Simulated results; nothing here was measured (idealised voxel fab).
Title: Process Module voxel trench capacitor
Section cut is 270 nm wide and gridded with 5 nm square cells.
Cross-sections here: square-cell grids, written as top-down lists of bands, a band being one or more rows of cells.
Heads up on the band format: heights come first, top then bottom, in nm. After that it's the materials left to right, each with its width in nm. A single material flagged "edge to edge" fills the whole band edge to edge, and "blank" means there's empty space there.
A quick word on heights: they are counted from 0, and under that level the wafer as it came to us is one material throughout. The lowest band is different from the rest in having no bottom; it simply continues downward, written as in "0 and below".
A width such as "30..40" changes by the same amount from each row of cells to the next, from the band's top row to its bottom row.
Key: "nothing was modified" - step with no changed cell in the cross-section.
Closed-off voids of 8+ cells (no open route to the top) go in "Closed internal cavities", written width x height at distance from the left edge, in nm.
Text after the settings on a step's line: the simulator's own remark on that step.
If you see "overlay nm" on a step's line and that step has a mask, it's telling you how far right of where it was planned the mask ended up; a negative number means it went left instead.
[Here's what the planned process steps look like]
step 1: RECEIVE [material Si]
step 2: CONFORMAL_DEP [material SiN] [thk nm 10]
step 3: DIRECTIONAL_DEP [material aC] [thk nm 15]
step 4: PATTERN [tone open] [mask id TRENCH] [material resist] [width nm 25] [pitch nm 40] [thk nm 35] [overlay nm 0]
step 5: DIRECTIONAL_ETCH [etch materials aC] [depth nm 15]
step 6: STRIP [etch materials resist]
step 7: DIRECTIONAL_ETCH [etch materials SiN] [depth nm 5]
step 8: DIRECTIONAL_ETCH [etch materials Si] [depth nm 30]
step 9: STRIP [etch materials aC]
step 10: CONFORMAL_DEP [material HfO2] [thk nm 5]
step 11: CONFORMAL_DEP [material TiN] [thk nm 5]
step 12: FILL_DEP [material W] [thk nm 5]
step 13: CMP [height nm 10]
It is noted that the wafers described herein are identical at the outset and are distinguished by the depth nm of step 7; the value stated in the plan corresponds to the first wafer.
[The first of several wafers, as received after step 1, seen in section]
> 0 and below = Si edge to edge
> Closed internal cavities: none
[Table: wafers, a row each; end-of-module cell change per material since receipt, gain (+), loss (-); then closed voids]
depth nm 5; +15 HfO2; +93 SiN; Closed internal cavities: none
depth nm 10; +57 HfO2; -90 Si; +78 SiN; +45 TiN; +18 W; Closed internal cavities: none
depth nm 15; +57 HfO2; -90 Si; +78 SiN; +45 TiN; +18 W; Closed internal cavities: none
depth nm 20; +57 HfO2; -90 Si; +78 SiN; +45 TiN; +18 W; Closed internal cavities: none
depth nm 25; +57 HfO2; -90 Si; +78 SiN; +45 TiN; +18 W; Closed internal cavities: none
